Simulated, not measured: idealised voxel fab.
process module | voxel ribs on slabs
cross-section cut | 140 nm wide | cells 5 nm
A cross-section is a grid of square cells, given in bands from the top down. A band is one or more rows of cells.
Each band's line starts with the height of the band's top and of its bottom, in nm. Then come its materials from left to right, each with its width in nm. One material with "throughout" fills the band from edge to edge. "air" is empty space.
Height 0 is the level under which the wafer as received is all one material. The lowest band goes on downwards, as in "0 down".
A width such as "30 to 40" changes by the same amount from each row of cells to the next, from the band's top row to its bottom row.
"no change" after a step means that no cell of the cross-section changed.
closed voids: empty space of 8 cells or more with no open way to the top, each as width x height at its distance from the left edge, in nm
after a step's settings: what the simulator itself notes on the step
overlay nm, on a step with a mask: how far to the right of its planned place the mask lay; to the left if negative
plan
1 op RECEIVE | material Si
2 op DIRECTIONAL_DEP | material SiO2 | thk nm 30
3 op DIRECTIONAL_DEP | material polySi | thk nm 15
4 op DIRECTIONAL_DEP | material aC | thk nm 10
5 op PATTERN | tone cover | mask id RIB | material resist | width nm 20 | thk nm 30 | overlay nm 0
6 op DIRECTIONAL_ETCH | etch materials aC | depth nm 10
7 op STRIP | etch materials resist
8 op DIRECTIONAL_ETCH | etch materials polySi | depth nm 5
9 op STRIP | etch materials aC
10 op MASKED_ETCH | tone cover | mask id SLAB | width nm 60 | etch materials polySi | depth nm 10 | overlay nm 0
11 op FILL_DEP | material SiO2 | thk nm 25
12 op CMP | height nm 65
13 op DIRECTIONAL_DEP | material TiN | thk nm 5
14 op DIRECTIONAL_DEP | material aC | thk nm 15
15 op PATTERN | tone cover | mask id HEATER | material resist | width nm 30 | thk nm 30 | overlay nm 0
16 op DIRECTIONAL_ETCH | etch materials aC | depth nm 15
17 op STRIP | etch materials resist
18 op DIRECTIONAL_ETCH | etch materials TiN | depth nm 5
19 op STRIP | etch materials aC
20 op CONFORMAL_DEP | material SiO2 | thk nm 5
as received, after step 1
  0 down: Si throughout
  closed voids: none
a wafer at the end: this start, this plan, one mistake
  70 to 65: air 55 | TiN 30 | air 55
  65 to 45: SiO2 throughout
  45 to 40: SiO2 60 | polySi 20 | SiO2 60
  40 to 30: SiO2 40 | polySi 60 | SiO2 40
  30 to 0: SiO2 throughout
  0 down: Si throughout
  closed voids: none
what went wrong: step 20 was left out
